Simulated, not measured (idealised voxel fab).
Name of the process module below: voxel tone inversion
The width of the displayed cross-section, cut, is 180 nm; its cells are square, with a size of 5 nm.
We lay out every cross-section as a grid of square cells and spell it out in bands from the top down, where one band means one or more rows of cells. In this notation a band is specified by the heights of its top and bottom, in that order and in nm, after which its materials appear from left to right, each paired with its width in nm. The word "full width" attached to a single material means that material fills the band from edge to edge; the word "blank" stands for empty space. Ref level 0: as-received wafer is one material below here. Bottom band extends down with no lower bound ("0 nm and below"). Width "30 to 40": first value at the band's top row of cells, second value at its bottom row, equal change from row to row. "nothing got changed" (step): cross-section cells unchanged, all of them. Empty spaces without an open route to the top, at least 8 cells in extent, make up the entry "Fully closed voids"; each is given as width x height at distance, where the distance is measured from the left edge, and all are in nm. Read whatever lies past the settings on a step's line as the simulator's own remark about the step. overlay nm: on a step with a mask, how far right of its planned place the mask lay; negative means left.
-- Below is the list of planned process steps
- 1: RECEIVE with material Si
- 2: CONFORMAL_DEP with material SiCN, thk nm 5
- 3: DIRECTIONAL_DEP with material aC, thk nm 15
- 4: PATTERN with tone cover, mask id POSTS, material resist, width nm 15, pitch nm 45, thk nm 25, overlay nm 0
- 5: DIRECTIONAL_ETCH with etch materials aC, depth nm 15
- 6: STRIP with etch materials resist
- 7: FILL_DEP with material SiO2, thk nm 10
- 8: CMP with height nm 20
- 9: STRIP with etch materials aC
-- So this is the incoming wafer in cross-section - it's already been through step 1
- 0 nm and below | Si full width
- Fully closed voids: none
-- Look at the cross-section after the module: the wafer started out the way shown above and the plan was the one shown above, yet one mistake was made along the way
- 20 nm to 5 nm | SiO2 60 nm; blank 20 nm; SiO2 25 nm; blank 20 nm; SiO2 55 nm
- 5 nm to 0 nm | SiCN full width
- 0 nm and below | Si full width
- Fully closed voids: none
Finding, execution versus plan: step 4 ran as: PATTERN with tone cover, mask id POSTS, material resist, width nm 20, pitch nm 45, thk nm 25, overlay nm 0
